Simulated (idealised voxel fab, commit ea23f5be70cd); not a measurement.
Process module, titled voxel capacitor over wiring
Section shown: cut. Width: 170 nm. Cell size: 5 nm, square.
Throughout this document, each cross-section is represented as a grid of square cells and is presented as a sequence of bands enumerated from the top downward, where a band comprises one or more rows of cells.
This entry defines a band. It first specifies the height of the band's top and the height of its bottom in nm, and then specifies the band's materials from left to right, stating each material with its width in nm. The word "everywhere" identifies a single material that fills the band from edge to edge, while the word "empty" identifies empty space.
Height datum 0, below which the as-received substrate wafer is one material. Lowest band open at the bottom, running downward: "0 down".
Width "30..40": first value at the band's top row of cells, second value at its bottom row, equal change from row to row.
Key: "no change" - step with no changed cell in the cross-section.
"Tabulated closed voids" enumerates empty spaces isolated from the top, with no open way to it, that contain at least 8 cells, giving each as width x height at distance from the left edge, all three in nm.
Anything after a step's settings on that line? It's the simulator's own note about the step.
You can add "overlay nm" to a step's line. For a step with a mask, it describes how far the mask lay to the right of its planned position, and a negative number describes a lay to the left.

Steps in the process plan
1 op RECEIVE | material Si
2 op CONFORMAL_DEP | material SiO2 | thk nm 15
3 op DIRECTIONAL_DEP | material TiN | thk nm 5
4 op DIRECTIONAL_DEP | material W | thk nm 20
5 op PATTERN | tone cover | mask id METAL_1 | material resist | width nm 20 | pitch nm 75 | thk nm 15 | overlay nm 0
6 op DIRECTIONAL_ETCH | etch materials W | depth nm 20
7 op DIRECTIONAL_ETCH | etch materials TiN | depth nm 5
8 op STRIP | etch materials resist
9 op CONFORMAL_DEP | material SiCN | thk nm 5
10 op FILL_DEP | material lowk | thk nm 10
11 op CMP | height nm 40
12 op CONFORMAL_DEP | material SiCN | thk nm 5
13 op DIRECTIONAL_DEP | material lowk | thk nm 20
14 op MASKED_ETCH | tone open | mask id PLUG_1 | width nm 15 | etch materials lowk | depth nm 20 | overlay nm 0
15 op MASKED_ETCH | tone open | mask id PLUG_1 | width nm 15 | etch materials SiCN | depth nm 5 | overlay nm 0
16 op EPI | material Ru | thk nm 10
17 op EPI | material Ru | thk nm 10
18 op EPI | material Ru | thk nm 5
19 op DIRECTIONAL_DEP | material TiN | thk nm 10
20 op DIRECTIONAL_DEP | material SiN | thk nm 5
21 op DIRECTIONAL_DEP | material TiN | thk nm 5
22 op DIRECTIONAL_DEP | material aC | thk nm 15
23 op PATTERN | tone cover | mask id UPPER_PLATE | material resist | width nm 60 | thk nm 30 | overlay nm 0
24 op DIRECTIONAL_ETCH | etch materials aC | depth nm 15
25 op STRIP | etch materials resist
26 op DIRECTIONAL_ETCH | etch materials TiN | depth nm 5
27 op DIRECTIONAL_ETCH | etch materials SiN | depth nm 5
28 op STRIP | etch materials aC
29 op DIRECTIONAL_DEP | material aC | thk nm 15
30 op PATTERN | tone cover | mask id LOWER_PLATE | material resist | width nm 70 | thk nm 30 | overlay nm 0
31 op DIRECTIONAL_ETCH | etch materials aC | depth nm 15
32 op STRIP | etch materials resist
33 op DIRECTIONAL_ETCH | etch materials TiN | depth nm 10
34 op STRIP | etch materials aC
35 op FILL_DEP | material SiO2 | thk nm 20
36 op CMP | height nm 100
37 op MASKED_ETCH | tone open | mask id PLUG_2 | width nm 15 | etch materials SiO2 | depth nm 15 | overlay nm 0
38 op CONFORMAL_DEP | material TiN | thk nm 5
39 op FILL_DEP | material W | thk nm 5
40 op CMP | height nm 100
41 op CONFORMAL_DEP | material SiCN | thk nm 5

The following pertains to the first of two wafers, which was processed as planned

Here's what the wafer looked like in cross-section when it arrived - that's after step 1
  0 down: Si everywhere
  Tabulated closed voids: none

Cross-section of the wafer after step 2
  15 to 0: SiO2 everywhere
  Nothing below the height 0 has changed.

Cross-section of the wafer after step 3
  20 to 15: TiN everywhere
  Nothing below the height 15 has changed.

Cross-section of the wafer after step 4
  40 to 20: W everywhere
  Nothing below the height 20 has changed.

Cross-section of the wafer after step 5
  55 to 40: empty=35  resist=20  empty=55  resist=20  empty=40
  Nothing below the height 40 has changed.

Cross-section of the wafer after step 6
  55 to 40: empty=35  resist=20  empty=55  resist=20  empty=40
  40 to 20: empty=35  W=20  empty=55  W=20  empty=40
  Nothing below the height 20 has changed.

Cross-section of the wafer after step 7
  55 to 40: empty=35  resist=20  empty=55  resist=20  empty=40
  40 to 20: empty=35  W=20  empty=55  W=20  empty=40
  20 to 15: empty=35  TiN=20  empty=55  TiN=20  empty=40
  Nothing below the height 15 has changed.

Cross-section of the wafer after step 8
  40 to 20: empty=35  W=20  empty=55  W=20  empty=40
  Nothing below the height 20 has changed.

Cross-section of the wafer after step 9
  45 to 40: empty=30  SiCN=30  empty=45  SiCN=30  empty=35
  40 to 20: empty=30  SiCN=5  W=20  SiCN=5  empty=45  SiCN=5  W=20  SiCN=5  empty=35
  20 to 15: SiCN=35  TiN=20  SiCN=55  TiN=20  SiCN=40
  Nothing below the height 15 has changed.

Cross-section of the wafer after step 10
  55 to 45: lowk everywhere
  45 to 40: lowk=30  SiCN=30  lowk=45  SiCN=30  lowk=35
  40 to 20: lowk=30  SiCN=5  W=20  SiCN=5  lowk=45  SiCN=5  W=20  SiCN=5  lowk=35
  Nothing below the height 20 has changed.

Cross-section of the wafer after step 11
  40 to 20: lowk=30  SiCN=5  W=20  SiCN=5  lowk=45  SiCN=5  W=20  SiCN=5  lowk=35
  Nothing below the height 20 has changed.

Cross-section of the wafer after step 12
  45 to 40: SiCN everywhere
  Nothing below the height 40 has changed.

Cross-section of the wafer after step 13
  65 to 45: lowk everywhere
  Nothing below the height 45 has changed.

Cross-section of the wafer after step 14
  65 to 45: lowk=40  empty=15  lowk=115
  Nothing below the height 45 has changed.

Cross-section of the wafer after step 15
  65 to 45: lowk=40  empty=15  lowk=115
  45 to 40: SiCN=40  empty=15  SiCN=115
  Nothing below the height 40 has changed.

Cross-section of the wafer after step 16
  65 to 50: lowk=40  empty=15  lowk=115
  50 to 45: lowk=40  Ru=15  lowk=115
  45 to 40: SiCN=40  Ru=15  SiCN=115
  Nothing below the height 40 has changed.

Cross-section of the wafer after step 17
  65 to 60: lowk=40  empty=15  lowk=115
  60 to 45: lowk=40  Ru=15  lowk=115
  Nothing below the height 45 has changed.

Cross-section of the wafer after step 18
  65 to 45: lowk=40  Ru=15  lowk=115
  Nothing below the height 45 has changed.

Cross-section of the wafer after step 19
  75 to 65: TiN everywhere
  Nothing below the height 65 has changed.

Cross-section of the wafer after step 20
  80 to 75: SiN everywhere
  Nothing below the height 75 has changed.

Cross-section of the wafer after step 21
  85 to 80: TiN everywhere
  Nothing below the height 80 has changed.

Cross-section of the wafer after step 22
  100 to 85: aC everywhere
  Nothing below the height 85 has changed.

Cross-section of the wafer after step 23
  130 to 100: empty=40  resist=60  empty=70
  Nothing below the height 100 has changed.

Cross-section of the wafer after step 24
  115 to 100: empty=40  resist=60  empty=70
  100 to 85: empty=40  aC=60  empty=70
  Nothing below the height 85 has changed.

Cross-section of the wafer after step 25
  100 to 85: empty=40  aC=60  empty=70
  Nothing below the height 85 has changed.

Cross-section of the wafer after step 26
  100 to 85: empty=40  aC=60  empty=70
  85 to 80: empty=40  TiN=60  empty=70
  Nothing below the height 80 has changed.

Cross-section of the wafer after step 27
  100 to 85: empty=40  aC=60  empty=70
  85 to 80: empty=40  TiN=60  empty=70
  80 to 75: empty=40  SiN=60  empty=70
  Nothing below the height 75 has changed.

Cross-section of the wafer after step 28
  85 to 80: empty=40  TiN=60  empty=70
  Nothing below the height 80 has changed.

Cross-section of the wafer after step 29
  100 to 90: empty=40  aC=60  empty=70
  90 to 85: aC everywhere
  85 to 80: aC=40  TiN=60  aC=70
  80 to 75: aC=40  SiN=60  aC=70
  Nothing below the height 75 has changed.

Cross-section of the wafer after step 30
  130 to 100: empty=35  resist=70  empty=65
  100 to 90: empty=35  resist=5  aC=60  resist=5  empty=65
  Nothing below the height 90 has changed.

Cross-section of the wafer after step 31
  115 to 100: empty=35  resist=70  empty=65
  100 to 90: empty=35  resist=5  aC=60  resist=5  empty=65
  90 to 85: empty=35  aC=70  empty=65
  85 to 80: empty=35  aC=5  TiN=60  aC=5  empty=65
  80 to 75: empty=35  aC=5  SiN=60  aC=5  empty=65
  Nothing below the height 75 has changed.

Cross-section of the wafer after step 32
  100 to 90: empty=40  aC=60  empty=70
  Nothing below the height 90 has changed.

Cross-section of the wafer after step 33
  100 to 90: empty=40  aC=60  empty=70
  90 to 85: empty=35  aC=70  empty=65
  85 to 80: empty=35  aC=5  TiN=60  aC=5  empty=65
  80 to 75: empty=35  aC=5  SiN=60  aC=5  empty=65
  75 to 65: empty=35  TiN=70  empty=65
  Nothing below the height 65 has changed.

Cross-section of the wafer after step 34
  85 to 80: empty=40  TiN=60  empty=70
  80 to 75: empty=40  SiN=60  empty=70
  Nothing below the height 75 has changed.

Cross-section of the wafer after step 35
  105 to 85: SiO2 everywhere
  85 to 80: SiO2=40  TiN=60  SiO2=70
  80 to 75: SiO2=40  SiN=60  SiO2=70
  75 to 65: SiO2=35  TiN=70  SiO2=65
  Nothing below the height 65 has changed.

Cross-section of the wafer after step 36
  100 to 85: SiO2 everywhere
  Nothing below the height 85 has changed.

Cross-section of the wafer after step 37
  100 to 85: SiO2=50  empty=15  SiO2=105
  Nothing below the height 85 has changed.

Cross-section of the wafer after step 38
  105 to 100: TiN=55  empty=5  TiN=110
  100 to 90: SiO2=50  TiN=5  empty=5  TiN=5  SiO2=105
  90 to 80: SiO2=50..40  TiN=15..60  SiO2=105..70
  Nothing below the height 80 has changed.

Cross-section of the wafer after step 39
  110 to 105: W everywhere
  105 to 100: TiN=55  W=5  TiN=110
  100 to 90: SiO2=50  TiN=5  W=5  TiN=5  SiO2=105
  Nothing below the height 90 has changed.

Cross-section of the wafer after step 40
  100 to 90: SiO2=50  TiN=5  W=5  TiN=5  SiO2=105
  Nothing below the height 90 has changed.

Cross-section of the wafer after step 41
  105 to 100: SiCN everywhere
  Nothing below the height 100 has changed.

Wafer two: like wafer one in start and plan, but with one mistake in execution; identical up to and including step 13

Look at the second wafer in cross-section at the time step 14 ought to have finished
  65 to 45: empty=40  lowk=15  empty=115
  Nothing below the height 45 has changed.

Look at the second wafer in cross-section at the time step 15 ought to have finished: no change

Look at the second wafer in cross-section at the time step 16 ought to have finished: no change

Look at the second wafer in cross-section at the time step 17 ought to have finished: no change

Look at the second wafer in cross-section at the time step 18 ought to have finished: no change

Look at the second wafer in cross-section at the time step 19 ought to have finished
  75 to 65: empty=40  TiN=15  empty=115
  65 to 55: empty=40  lowk=15  empty=115
  55 to 45: TiN=40  lowk=15  TiN=115
  Nothing below the height 45 has changed.

Look at the second wafer in cross-section at the time step 20 ought to have finished
  80 to 75: empty=40  SiN=15  empty=115
  75 to 65: empty=40  TiN=15  empty=115
  65 to 60: empty=40  lowk=15  empty=115
  60 to 55: SiN=40  lowk=15  SiN=115
  Nothing below the height 55 has changed.

Look at the second wafer in cross-section at the time step 21 ought to have finished
  85 to 80: empty=40  TiN=15  empty=115
  80 to 75: empty=40  SiN=15  empty=115
  75 to 65: empty=40  TiN=15  empty=115
  65 to 60: TiN=40  lowk=15  TiN=115
  Nothing below the height 60 has changed.

Look at the second wafer in cross-section at the time step 22 ought to have finished
  100 to 85: empty=40  aC=15  empty=115
  85 to 80: empty=40  TiN=15  empty=115
  80 to 75: aC=40  SiN=15  aC=115
  75 to 65: aC=40  TiN=15  aC=115
  Nothing below the height 65 has changed.

Look at the second wafer in cross-section at the time step 23 ought to have finished
  130 to 100: empty=40  resist=60  empty=70
  100 to 85: empty=40  aC=15  resist=45  empty=70
  85 to 80: empty=40  TiN=15  resist=45  empty=70
  Nothing below the height 80 has changed.

Look at the second wafer in cross-section at the time step 24 ought to have finished
  115 to 100: empty=40  resist=60  empty=70
  100 to 85: empty=40  aC=15  resist=45  empty=70
  85 to 80: empty=40  TiN=15  resist=45  empty=70
  80 to 75: empty=40  SiN=15  aC=45  empty=70
  75 to 65: empty=40  TiN=15  aC=45  empty=70
  Nothing below the height 65 has changed.

Look at the second wafer in cross-section at the time step 25 ought to have finished
  100 to 85: empty=40  aC=15  empty=115
  85 to 80: empty=40  TiN=15  empty=115
  Nothing below the height 80 has changed.

Look at the second wafer in cross-section at the time step 26 ought to have finished
  100 to 85: empty=40  aC=15  empty=115
  85 to 80: empty=40  TiN=15  empty=115
  80 to 75: empty=40  SiN=15  aC=45  empty=70
  75 to 65: empty=40  TiN=15  aC=45  empty=70
  65 to 60: empty=40  lowk=15  TiN=45  empty=70
  Nothing below the height 60 has changed.

Look at the second wafer in cross-section at the time step 27 ought to have finished
  100 to 85: empty=40  aC=15  empty=115
  85 to 80: empty=40  TiN=15  empty=115
  80 to 75: empty=40  SiN=15  aC=45  empty=70
  75 to 65: empty=40  TiN=15  aC=45  empty=70
  65 to 60: empty=40  lowk=15  TiN=45  empty=70
  60 to 55: empty=40  lowk=15  SiN=45  empty=70
  Nothing below the height 55 has changed.

Look at the second wafer in cross-section at the time step 28 ought to have finished
  85 to 80: empty=40  TiN=15  empty=115
  80 to 75: empty=40  SiN=15  empty=115
  75 to 65: empty=40  TiN=15  empty=115
  Nothing below the height 65 has changed.

Look at the second wafer in cross-section at the time step 29 ought to have finished
  100 to 85: empty=40  aC=15  empty=115
  85 to 80: empty=40  TiN=15  empty=115
  80 to 75: empty=40  SiN=15  aC=45  empty=70
  75 to 70: empty=40  TiN=15  aC=45  empty=70
  70 to 65: aC=40  TiN=15  aC=115
  65 to 60: aC=40  lowk=15  TiN=45  aC=70
  60 to 55: aC=40  lowk=15  SiN=45  aC=70
  Nothing below the height 55 has changed.

Look at the second wafer in cross-section at the time step 30 ought to have finished
  130 to 100: empty=35  resist=70  empty=65
  100 to 85: empty=35  resist=5  aC=15  resist=50  empty=65
  85 to 80: empty=35  resist=5  TiN=15  resist=50  empty=65
  80 to 75: empty=35  resist=5  SiN=15  aC=45  resist=5  empty=65
  75 to 70: empty=35  resist=5  TiN=15  aC=45  resist=5  empty=65
  Nothing below the height 70 has changed.

Look at the second wafer in cross-section at the time step 31 ought to have finished
  115 to 100: empty=35  resist=70  empty=65
  100 to 85: empty=35  resist=5  aC=15  resist=50  empty=65
  85 to 80: empty=35  resist=5  TiN=15  resist=50  empty=65
  80 to 75: empty=35  resist=5  SiN=15  aC=45  resist=5  empty=65
  75 to 70: empty=35  resist=5  TiN=15  aC=45  resist=5  empty=65
  70 to 65: empty=35  aC=5  TiN=15  aC=50  empty=65
  65 to 60: empty=35  aC=5  lowk=15  TiN=45  aC=5  empty=65
  60 to 55: empty=35  aC=5  lowk=15  SiN=45  aC=5  empty=65
  Nothing below the height 55 has changed.

Look at the second wafer in cross-section at the time step 32 ought to have finished
  100 to 85: empty=40  aC=15  empty=115
  85 to 80: empty=40  TiN=15  empty=115
  80 to 75: empty=40  SiN=15  aC=45  empty=70
  75 to 70: empty=40  TiN=15  aC=45  empty=70
  Nothing below the height 70 has changed.

Look at the second wafer in cross-section at the time step 33 ought to have finished
  100 to 85: empty=40  aC=15  empty=115
  85 to 80: empty=40  TiN=15  empty=115
  80 to 75: empty=40  SiN=15  aC=45  empty=70
  75 to 70: empty=40  TiN=15  aC=45  empty=70
  70 to 65: empty=35  aC=5  TiN=15  aC=50  empty=65
  65 to 60: empty=35  aC=5  lowk=15  TiN=45  aC=5  empty=65
  60 to 55: empty=35  aC=5  lowk=15  SiN=45  aC=5  empty=65
  55 to 45: empty=35  TiN=5  lowk=15  TiN=50  empty=65
  Nothing below the height 45 has changed.

Look at the second wafer in cross-section at the time step 34 ought to have finished
  85 to 80: empty=40  TiN=15  empty=115
  80 to 75: empty=40  SiN=15  empty=115
  75 to 65: empty=40  TiN=15  empty=115
  65 to 60: empty=40  lowk=15  TiN=45  empty=70
  60 to 55: empty=40  lowk=15  SiN=45  empty=70
  Nothing below the height 55 has changed.

Look at the second wafer in cross-section at the time step 35 ought to have finished
  105 to 85: SiO2 everywhere
  85 to 80: SiO2=40  TiN=15  SiO2=115
  80 to 75: SiO2=40  SiN=15  SiO2=115
  75 to 65: SiO2=40  TiN=15  SiO2=115
  65 to 60: SiO2=40  lowk=15  TiN=45  SiO2=70
  60 to 55: SiO2=40  lowk=15  SiN=45  SiO2=70
  55 to 45: SiO2=35  TiN=5  lowk=15  TiN=50  SiO2=65
  Nothing below the height 45 has changed.

Look at the second wafer in cross-section at the time step 36 ought to have finished
  100 to 85: SiO2 everywhere
  Nothing below the height 85 has changed.

Look at the second wafer in cross-section at the time step 37 ought to have finished
  100 to 85: SiO2=50  empty=15  SiO2=105
  Nothing below the height 85 has changed.

Look at the second wafer in cross-section at the time step 38 ought to have finished
  105 to 100: TiN=55  empty=5  TiN=110
  100 to 90: SiO2=50  TiN=5  empty=5  TiN=5  SiO2=105
  90 to 80: SiO2=50..40  TiN=15  SiO2=105..115
  Nothing below the height 80 has changed.

Look at the second wafer in cross-section at the time step 39 ought to have finished
  110 to 105: W everywhere
  105 to 100: TiN=55  W=5  TiN=110
  100 to 90: SiO2=50  TiN=5  W=5  TiN=5  SiO2=105
  Nothing below the height 90 has changed.

Look at the second wafer in cross-section at the time step 40 ought to have finished
  100 to 90: SiO2=50  TiN=5  W=5  TiN=5  SiO2=105
  Nothing below the height 90 has changed.

Look at the second wafer in cross-section at the time step 41 ought to have finished
  105 to 100: SiCN everywhere
  Nothing below the height 100 has changed.
Against the plan, the run slipped here: step 14 did not happen as planned, as run it was op MASKED_ETCH | tone cover | mask id PLUG_1 | width nm 15 | etch materials lowk | depth nm 20 | overlay nm 0
At the finish, the second wafer shows more or fewer cells for some materials than the first does: Ru: 15 fewer | SiCN: 3 more | SiO2: 124 more | lowk: 112 fewer
